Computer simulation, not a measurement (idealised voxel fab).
The process module that follows is named voxel air gaps.
Cross-sectional view cut (width: 210 nm; square cell size: 5 nm).
When this document writes out a cross-section, it uses a grid of square cells and lists it as bands, beginning at the top and moving down, with a band standing for one or more rows of cells. The entry gives the band's vertical extent as a top height and a bottom height in nm, then its horizontal make-up as materials from left to right, each with a width in nm. "blank" stands for empty space; a single material marked "all across" fills the band edge to edge. Heights from 0 (as-received wafer is one material below). Bottom band endless downward, as "top 0, no bottom". With a width like "30->40", each row of cells in the band differs from the next by the same amount, the top row carrying the first number and the bottom row the second. "remained unchanged" after a step means that no cell of the cross-section changed. This entry, "Enclosed internal voids", enumerates those empty regions of no fewer than 8 cells that possess no open connection to the top. Each region is reported in the form width x height at distance, the distance being taken from the left edge, with all three quantities expressed in nm. Note: text after step settings on the step line = simulator remark on that step. Steps that use a mask can have "overlay nm" on their line. It says how far the mask sat to the right of where it was meant to be. Negative means to the left.

### Process steps foreseen in the plan
1) op RECEIVE | material Si
2) op CONFORMAL_DEP | material SiO2 | thk nm 10
3) op CONFORMAL_DEP | material SiCN | thk nm 5
4) op DIRECTIONAL_DEP | material lowk | thk nm 35
5) op MASKED_ETCH | tone open | mask id LINES | width nm 15 | pitch nm 50 | etch materials lowk | depth nm 35 | overlay nm 0
6) op CONFORMAL_DEP | material TiN | thk nm 5
7) op FILL_DEP | material W | thk nm 5
8) op CMP | height nm 50
9) op EPI | material Ru | thk nm 10
10) op SELECTIVE_ETCH | etch materials lowk | depth nm 45
11) op CONFORMAL_DEP | material SiCN | thk nm 5
Be aware that, although all wafers share a common starting state, the width nm at step 5 differs among them, and the plan displays the first wafer's value.

### Cross-section of the first of several wafers on receipt, reflecting completion of step 1
  top 0, no bottom: Si all across
  Enclosed internal voids: none

### Post step 11, the closing step of the module: first of several wafers, cross-sectioned
  top 65, bottom 60: blank=10  SiCN=45  blank=5  SiCN=45  blank=5  SiCN=45  blank=5  SiCN=45  blank=5
  top 60, bottom 50: blank=10  SiCN=5  Ru=35  SiCN=5  blank=5  SiCN=5  Ru=35  SiCN=5  blank=5  SiCN=5  Ru=35  SiCN=5  blank=5  SiCN=5  Ru=35  SiCN=5  blank=5
  top 50, bottom 45: blank=10  SiCN=15  TiN=5  W=5  TiN=5  SiCN=15  blank=5  SiCN=15  TiN=5  W=5  TiN=5  SiCN=15  blank=5  SiCN=15  TiN=5  W=5  TiN=5  SiCN=15  blank=5  SiCN=15  TiN=5  W=5  TiN=5  SiCN=15  blank=5
  top 45, bottom 20: blank=20  SiCN=5  TiN=5  W=5  TiN=5  SiCN=5  blank=25  SiCN=5  TiN=5  W=5  TiN=5  SiCN=5  blank=25  SiCN=5  TiN=5  W=5  TiN=5  SiCN=5  blank=25  SiCN=5  TiN=5  W=5  TiN=5  SiCN=5  blank=15
  top 20, bottom 15: SiCN=25  TiN=15  SiCN=35  TiN=15  SiCN=35  TiN=15  SiCN=35  TiN=15  SiCN=20
  top 15, bottom 10: SiCN all across
  top 10, bottom 0: SiO2 all across
  top 0, no bottom: Si all across
  Enclosed internal voids: none

### So this is the cross-section on the last wafer at the end of the module
  top 65, bottom 60: SiCN all across
  top 60, bottom 50: SiCN=5  Ru=200  SiCN=5
  top 50, bottom 45: SiCN=15  TiN=5  W=20  TiN=5  lowk=20  TiN=5  W=20  TiN=5  lowk=20  TiN=5  W=20  TiN=5  lowk=20  TiN=5  W=20  TiN=5  SiCN=15
  top 45, bottom 20: blank=10  SiCN=5  TiN=5  W=20  TiN=5  lowk=20  TiN=5  W=20  TiN=5  lowk=20  TiN=5  W=20  TiN=5  lowk=20  TiN=5  W=20  TiN=5  SiCN=5  blank=10
  top 20, bottom 15: SiCN=15  TiN=30  lowk=20  TiN=30  lowk=20  TiN=30  lowk=20  TiN=30  SiCN=15
  top 15, bottom 10: SiCN all across
  top 10, bottom 0: SiO2 all across
  top 0, no bottom: Si all across
  Enclosed internal voids: 10 x 25 at 0; 10 x 25 at 200

### Tabulated below, wafer by wafer, are the end-of-module results: for each material, the number of cells gained (+) or lost (-) relative to the as-received state, followed by the closed voids
width nm 15, +56 Ru, +188 SiCN, +84 SiO2, +60 TiN, +24 W, Enclosed internal voids: none
width nm 20, +64 Ru, +188 SiCN, +84 SiO2, +64 TiN, +48 W, Enclosed internal voids: 20 x 25 at 45; 20 x 25 at 95; 20 x 25 at 145
width nm 25, +72 Ru, +176 SiCN, +84 SiO2, +68 TiN, +72 W, Enclosed internal voids: 15 x 25 at 50; 15 x 25 at 100; 15 x 25 at 150; 10 x 25 at 200
width nm 30, +80 Ru, +110 SiCN, +84 SiO2, +72 TiN, +96 W, +84 lowk, Enclosed internal voids: 10 x 25 at 0; 10 x 25 at 200
